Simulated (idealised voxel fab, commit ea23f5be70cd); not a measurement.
Process module in this document: voxel gate over fins
Square cell edge 5 nm, section width 255 nm, ID cut.
Just so we're on the same page, the cross-sections are grids of square cells, and they're listed out in bands top to bottom, each band one or more rows deep. Band: top and bottom heights (nm) first, top before bottom; then materials from left to right, widths in nm. "full width" marks a sole material filling the band edge to edge. "empty" denotes empty space. Counting heights begins at 0, where everything beneath is, in the wafer as received, one material. The lowest band has no bottom; it goes on downwards, as "top 0, no bottom" shows. You'd read "30..40" like this: the band's top row of cells is as wide as the first number, its bottom row is as wide as the second, and going down, every row changes width by the same amount as the row before did. The cross-section has no changed cell in any step marked "no alterations made". "Sealed-off cavities" means: voids of 8 cells or more that are shut off from the top with no open way through. Written width x height at distance, distance from the left edge, in nm. Post-settings text on a step line: simulator's own remark regarding the step. overlay nm: right-of-plan distance of the mask on a masked step; negative values mean left-of-plan.

Here's what the planned process steps look like
- 1: RECEIVE (material Si)
- 2: CONFORMAL_DEP (material SiN; thk nm 5)
- 3: MASKED_ETCH (tone cover; mask id FINS; width nm 15; pitch nm 50; etch materials SiN; depth nm 5; overlay nm 0)
- 4: MASKED_ETCH (tone cover; mask id FINS; width nm 15; pitch nm 50; etch materials Si; depth nm 30; overlay nm 0)
- 5: FILL_DEP (material SiO2; thk nm 10)
- 6: CMP (height nm 5)
- 7: MASKED_ETCH (tone open; mask id RAIL; width nm 15; etch materials SiO2; depth nm 30; overlay nm 0)
- 8: CONFORMAL_DEP (material TiN; thk nm 5)
- 9: FILL_DEP (material Ru; thk nm 5)
- 10: CMP (height nm 5)
- 11: SELECTIVE_ETCH (etch materials W Ru TiN; depth nm 20)
- 12: FILL_DEP (material SiO2; thk nm 5)
- 13: CMP (height nm 5)
- 14: SELECTIVE_ETCH (etch materials SiO2; depth nm 15)
- 15: STRIP (etch materials SiN)
- 16: CONFORMAL_DEP (material HfO2; thk nm 5)
- 17: CONFORMAL_DEP (material TiN; thk nm 5)
- 18: CONFORMAL_DEP (material TiAl; thk nm 5)
- 19: CONFORMAL_DEP (material TiN; thk nm 5)
- 20: FILL_DEP (material W; thk nm 10)
- 21: CMP (height nm 25)
- 22: CONFORMAL_DEP (material SiCN; thk nm 5)

Of two wafers, the first: run according to plan

Wafer as received: cross-section following step 1
	top 0, no bottom  Si full width
	Sealed-off cavities: none

How the wafer stands in section after step 2
	top 5, bottom 0  SiN full width
	At heights below 0, the structure remains unaltered.

How the wafer stands in section after step 3
	top 5, bottom 0  70 empty, 15 SiN, 35 empty, 15 SiN, 35 empty, 15 SiN, 70 empty
	At heights below 0, the structure remains unaltered.

How the wafer stands in section after step 4
	top 5, bottom 0  70 empty, 15 SiN, 35 empty, 15 SiN, 35 empty, 15 SiN, 70 empty
	top 0, bottom -30  70 empty, 15 Si, 35 empty, 15 Si, 35 empty, 15 Si, 70 empty
	At heights below -30, the structure remains unaltered.

How the wafer stands in section after step 5
	top 15, bottom 5  SiO2 full width
	top 5, bottom 0  70 SiO2, 15 SiN, 35 SiO2, 15 SiN, 35 SiO2, 15 SiN, 70 SiO2
	top 0, bottom -30  70 SiO2, 15 Si, 35 SiO2, 15 Si, 35 SiO2, 15 Si, 70 SiO2
	At heights below -30, the structure remains unaltered.

How the wafer stands in section after step 6
	top 5, bottom 0  70 SiO2, 15 SiN, 35 SiO2, 15 SiN, 35 SiO2, 15 SiN, 70 SiO2
	At heights below 0, the structure remains unaltered.

How the wafer stands in section after step 7
	top 5, bottom 0  70 SiO2, 15 SiN, 10 SiO2, 15 empty, 10 SiO2, 15 SiN, 35 SiO2, 15 SiN, 70 SiO2
	top 0, bottom -25  70 SiO2, 15 Si, 10 SiO2, 15 empty, 10 SiO2, 15 Si, 35 SiO2, 15 Si, 70 SiO2
	At heights below -25, the structure remains unaltered.

How the wafer stands in section after step 8
	top 10, bottom 5  100 TiN, 5 empty, 150 TiN
	top 5, bottom 0  70 SiO2, 15 SiN, 10 SiO2, 5 TiN, 5 empty, 5 TiN, 10 SiO2, 15 SiN, 35 SiO2, 15 SiN, 70 SiO2
	top 0, bottom -20  70 SiO2, 15 Si, 10 SiO2, 5 TiN, 5 empty, 5 TiN, 10 SiO2, 15 Si, 35 SiO2, 15 Si, 70 SiO2
	top -20, bottom -25  70 SiO2, 15 Si, 10 SiO2, 15 TiN, 10 SiO2, 15 Si, 35 SiO2, 15 Si, 70 SiO2
	At heights below -25, the structure remains unaltered.

How the wafer stands in section after step 9
	top 15, bottom 10  Ru full width
	top 10, bottom 5  100 TiN, 5 Ru, 150 TiN
	top 5, bottom 0  70 SiO2, 15 SiN, 10 SiO2, 5 TiN, 5 Ru, 5 TiN, 10 SiO2, 15 SiN, 35 SiO2, 15 SiN, 70 SiO2
	top 0, bottom -20  70 SiO2, 15 Si, 10 SiO2, 5 TiN, 5 Ru, 5 TiN, 10 SiO2, 15 Si, 35 SiO2, 15 Si, 70 SiO2
	At heights below -20, the structure remains unaltered.

How the wafer stands in section after step 10
	top 5, bottom 0  70 SiO2, 15 SiN, 10 SiO2, 5 TiN, 5 Ru, 5 TiN, 10 SiO2, 15 SiN, 35 SiO2, 15 SiN, 70 SiO2
	At heights below 0, the structure remains unaltered.

How the wafer stands in section after step 11
	top 5, bottom 0  70 SiO2, 15 SiN, 10 SiO2, 15 empty, 10 SiO2, 15 SiN, 35 SiO2, 15 SiN, 70 SiO2
	top 0, bottom -15  70 SiO2, 15 Si, 10 SiO2, 15 empty, 10 SiO2, 15 Si, 35 SiO2, 15 Si, 70 SiO2
	At heights below -15, the structure remains unaltered.

How the wafer stands in section after step 12
	top 10, bottom 5  SiO2 full width
	top 5, bottom 0  70 SiO2, 15 SiN, 35 SiO2, 15 SiN, 35 SiO2, 15 SiN, 70 SiO2
	top 0, bottom -15  70 SiO2, 15 Si, 35 SiO2, 15 Si, 35 SiO2, 15 Si, 70 SiO2
	At heights below -15, the structure remains unaltered.

How the wafer stands in section after step 13
	top 5, bottom 0  70 SiO2, 15 SiN, 35 SiO2, 15 SiN, 35 SiO2, 15 SiN, 70 SiO2
	At heights below 0, the structure remains unaltered.

How the wafer stands in section after step 14
	top 5, bottom 0  70 empty, 15 SiN, 35 empty, 15 SiN, 35 empty, 15 SiN, 70 empty
	top 0, bottom -10  70 empty, 15 Si, 35 empty, 15 Si, 35 empty, 15 Si, 70 empty
	At heights below -10, the structure remains unaltered.

How the wafer stands in section after step 15
	top 0, bottom -10  70 empty, 15 Si, 35 empty, 15 Si, 35 empty, 15 Si, 70 empty
	At heights below -10, the structure remains unaltered.

How the wafer stands in section after step 16
	top 5, bottom 0  65 empty, 25 HfO2, 25 empty, 25 HfO2, 25 empty, 25 HfO2, 65 empty
	top 0, bottom -5  65 empty, 5 HfO2, 15 Si, 5 HfO2, 25 empty, 5 HfO2, 15 Si, 5 HfO2, 25 empty, 5 HfO2, 15 Si, 5 HfO2, 65 empty
	top -5, bottom -10  70 HfO2, 15 Si, 35 HfO2, 15 Si, 35 HfO2, 15 Si, 70 HfO2
	At heights below -10, the structure remains unaltered.

How the wafer stands in section after step 17
	top 10, bottom 5  60 empty, 35 TiN, 15 empty, 35 TiN, 15 empty, 35 TiN, 60 empty
	top 5, bottom 0  60 empty, 5 TiN, 25 HfO2, 5 TiN, 15 empty, 5 TiN, 25 HfO2, 5 TiN, 15 empty, 5 TiN, 25 HfO2, 5 TiN, 60 empty
	top 0, bottom -5  65 TiN, 5 HfO2, 15 Si, 5 HfO2, 25 TiN, 5 HfO2, 15 Si, 5 HfO2, 25 TiN, 5 HfO2, 15 Si, 5 HfO2, 65 TiN
	At heights below -5, the structure remains unaltered.

How the wafer stands in section after step 18
	top 15, bottom 10  55 empty, 45 TiAl, 5 empty, 45 TiAl, 5 empty, 45 TiAl, 55 empty
	top 10, bottom 5  55 empty, 5 TiAl, 35 TiN, 5 TiAl, 5 empty, 5 TiAl, 35 TiN, 5 TiAl, 5 empty, 5 TiAl, 35 TiN, 5 TiAl, 55 empty
	top 5, bottom 0  60 TiAl, 5 TiN, 25 HfO2, 5 TiN, 15 TiAl, 5 TiN, 25 HfO2, 5 TiN, 15 TiAl, 5 TiN, 25 HfO2, 5 TiN, 60 TiAl
	At heights below 0, the structure remains unaltered.

How the wafer stands in section after step 19
	top 20, bottom 15  50 empty, 155 TiN, 50 empty
	top 15, bottom 10  50 empty, 5 TiN, 45 TiAl, 5 TiN, 45 TiAl, 5 TiN, 45 TiAl, 5 TiN, 50 empty
	top 10, bottom 5  55 TiN, 5 TiAl, 35 TiN, 5 TiAl, 5 TiN, 5 TiAl, 35 TiN, 5 TiAl, 5 TiN, 5 TiAl, 35 TiN, 5 TiAl, 55 TiN
	At heights below 5, the structure remains unaltered.

How the wafer stands in section after step 20
	top 30, bottom 20  W full width
	top 20, bottom 15  50 W, 155 TiN, 50 W
	top 15, bottom 10  50 W, 5 TiN, 45 TiAl, 5 TiN, 45 TiAl, 5 TiN, 45 TiAl, 5 TiN, 50 W
	At heights below 10, the structure remains unaltered.

How the wafer stands in section after step 21
	top 25, bottom 20  W full width
	At heights below 20, the structure remains unaltered.

How the wafer stands in section after step 22
	top 30, bottom 25  SiCN full width
	At heights below 25, the structure remains unaltered.

Second wafer. Start and plan as for the first. One mistake made in running. Agrees with the first up to and including step 6

Cross-section of the second wafer when, according to plan, step 7 should have finished
	top 5, bottom 0  70 empty, 15 SiN, 10 empty, 15 SiO2, 10 empty, 15 SiN, 35 empty, 15 SiN, 70 empty
	top 0, bottom -25  70 empty, 15 Si, 10 empty, 15 SiO2, 10 empty, 15 Si, 35 empty, 15 Si, 70 empty
	At heights below -25, the structure remains unaltered.

Cross-section of the second wafer when, according to plan, step 8 should have finished
	top 10, bottom 5  65 empty, 75 TiN, 25 empty, 25 TiN, 65 empty
	top 5, bottom 0  65 empty, 5 TiN, 15 SiN, 10 TiN, 15 SiO2, 10 TiN, 15 SiN, 5 TiN, 25 empty, 5 TiN, 15 SiN, 5 TiN, 65 empty
	top 0, bottom -20  65 empty, 5 TiN, 15 Si, 10 TiN, 15 SiO2, 10 TiN, 15 Si, 5 TiN, 25 empty, 5 TiN, 15 Si, 5 TiN, 65 empty
	top -20, bottom -25  70 TiN, 15 Si, 10 TiN, 15 SiO2, 10 TiN, 15 Si, 35 TiN, 15 Si, 70 TiN
	At heights below -25, the structure remains unaltered.

Cross-section of the second wafer when, according to plan, step 9 should have finished
	top 15, bottom 10  Ru full width
	top 10, bottom 5  65 Ru, 75 TiN, 25 Ru, 25 TiN, 65 Ru
	top 5, bottom 0  65 Ru, 5 TiN, 15 SiN, 10 TiN, 15 SiO2, 10 TiN, 15 SiN, 5 TiN, 25 Ru, 5 TiN, 15 SiN, 5 TiN, 65 Ru
	top 0, bottom -20  65 Ru, 5 TiN, 15 Si, 10 TiN, 15 SiO2, 10 TiN, 15 Si, 5 TiN, 25 Ru, 5 TiN, 15 Si, 5 TiN, 65 Ru
	At heights below -20, the structure remains unaltered.

Cross-section of the second wafer when, according to plan, step 10 should have finished
	top 5, bottom 0  65 Ru, 5 TiN, 15 SiN, 10 TiN, 15 SiO2, 10 TiN, 15 SiN, 5 TiN, 25 Ru, 5 TiN, 15 SiN, 5 TiN, 65 Ru
	At heights below 0, the structure remains unaltered.

Cross-section of the second wafer when, according to plan, step 11 should have finished
	top 5, bottom 0  70 empty, 15 SiN, 10 empty, 15 SiO2, 10 empty, 15 SiN, 35 empty, 15 SiN, 70 empty
	top 0, bottom -15  70 empty, 15 Si, 10 empty, 15 SiO2, 10 empty, 15 Si, 35 empty, 15 Si, 70 empty
	At heights below -15, the structure remains unaltered.

Cross-section of the second wafer when, according to plan, step 12 should have finished
	top 10, bottom 5  SiO2 full width
	top 5, bottom 0  70 SiO2, 15 SiN, 35 SiO2, 15 SiN, 35 SiO2, 15 SiN, 70 SiO2
	top 0, bottom -15  70 SiO2, 15 Si, 35 SiO2, 15 Si, 35 SiO2, 15 Si, 70 SiO2
	At heights below -15, the structure remains unaltered.

Cross-section of the second wafer when, according to plan, step 13 should have finished
	top 5, bottom 0  70 SiO2, 15 SiN, 35 SiO2, 15 SiN, 35 SiO2, 15 SiN, 70 SiO2
	At heights below 0, the structure remains unaltered.

Cross-section of the second wafer when, according to plan, step 14 should have finished
	top 5, bottom 0  70 empty, 15 SiN, 35 empty, 15 SiN, 35 empty, 15 SiN, 70 empty
	top 0, bottom -10  70 empty, 15 Si, 35 empty, 15 Si, 35 empty, 15 Si, 70 empty
	At heights below -10, the structure remains unaltered.

Cross-section of the second wafer when, according to plan, step 15 should have finished
	top 0, bottom -10  70 empty, 15 Si, 35 empty, 15 Si, 35 empty, 15 Si, 70 empty
	At heights below -10, the structure remains unaltered.

Cross-section of the second wafer when, according to plan, step 16 should have finished
	top 5, bottom 0  65 empty, 25 HfO2, 25 empty, 25 HfO2, 25 empty, 25 HfO2, 65 empty
	top 0, bottom -5  65 empty, 5 HfO2, 15 Si, 5 HfO2, 25 empty, 5 HfO2, 15 Si, 5 HfO2, 25 empty, 5 HfO2, 15 Si, 5 HfO2, 65 empty
	top -5, bottom -10  70 HfO2, 15 Si, 35 HfO2, 15 Si, 35 HfO2, 15 Si, 70 HfO2
	At heights below -10, the structure remains unaltered.

Cross-section of the second wafer when, according to plan, step 17 should have finished
	top 10, bottom 5  60 empty, 35 TiN, 15 empty, 35 TiN, 15 empty, 35 TiN, 60 empty
	top 5, bottom 0  60 empty, 5 TiN, 25 HfO2, 5 TiN, 15 empty, 5 TiN, 25 HfO2, 5 TiN, 15 empty, 5 TiN, 25 HfO2, 5 TiN, 60 empty
	top 0, bottom -5  65 TiN, 5 HfO2, 15 Si, 5 HfO2, 25 TiN, 5 HfO2, 15 Si, 5 HfO2, 25 TiN, 5 HfO2, 15 Si, 5 HfO2, 65 TiN
	At heights below -5, the structure remains unaltered.

Cross-section of the second wafer when, according to plan, step 18 should have finished
	top 15, bottom 10  55 empty, 45 TiAl, 5 empty, 45 TiAl, 5 empty, 45 TiAl, 55 empty
	top 10, bottom 5  55 empty, 5 TiAl, 35 TiN, 5 TiAl, 5 empty, 5 TiAl, 35 TiN, 5 TiAl, 5 empty, 5 TiAl, 35 TiN, 5 TiAl, 55 empty
	top 5, bottom 0  60 TiAl, 5 TiN, 25 HfO2, 5 TiN, 15 TiAl, 5 TiN, 25 HfO2, 5 TiN, 15 TiAl, 5 TiN, 25 HfO2, 5 TiN, 60 TiAl
	At heights below 0, the structure remains unaltered.

Cross-section of the second wafer when, according to plan, step 19 should have finished
	top 20, bottom 15  50 empty, 155 TiN, 50 empty
	top 15, bottom 10  50 empty, 5 TiN, 45 TiAl, 5 TiN, 45 TiAl, 5 TiN, 45 TiAl, 5 TiN, 50 empty
	top 10, bottom 5  55 TiN, 5 TiAl, 35 TiN, 5 TiAl, 5 TiN, 5 TiAl, 35 TiN, 5 TiAl, 5 TiN, 5 TiAl, 35 TiN, 5 TiAl, 55 TiN
	At heights below 5, the structure remains unaltered.

Cross-section of the second wafer when, according to plan, step 20 should have finished
	top 30, bottom 20  W full width
	top 20, bottom 15  50 W, 155 TiN, 50 W
	top 15, bottom 10  50 W, 5 TiN, 45 TiAl, 5 TiN, 45 TiAl, 5 TiN, 45 TiAl, 5 TiN, 50 W
	At heights below 10, the structure remains unaltered.

Cross-section of the second wafer when, according to plan, step 21 should have finished
	top 25, bottom 20  W full width
	At heights below 20, the structure remains unaltered.

Cross-section of the second wafer when, according to plan, step 22 should have finished
	top 30, bottom 25  SiCN full width
	At heights below 25, the structure remains unaltered.
The plan and the run diverged here: not per plan at step 7, really ran MASKED_ETCH (tone cover; mask id RAIL; width nm 15; etch materials SiO2; depth nm 30; overlay nm 0)
End check, counted in cells, second wafer has more or fewer of these materials than the first: Ru: 30 more; SiO2: 72 fewer; TiN: 42 more
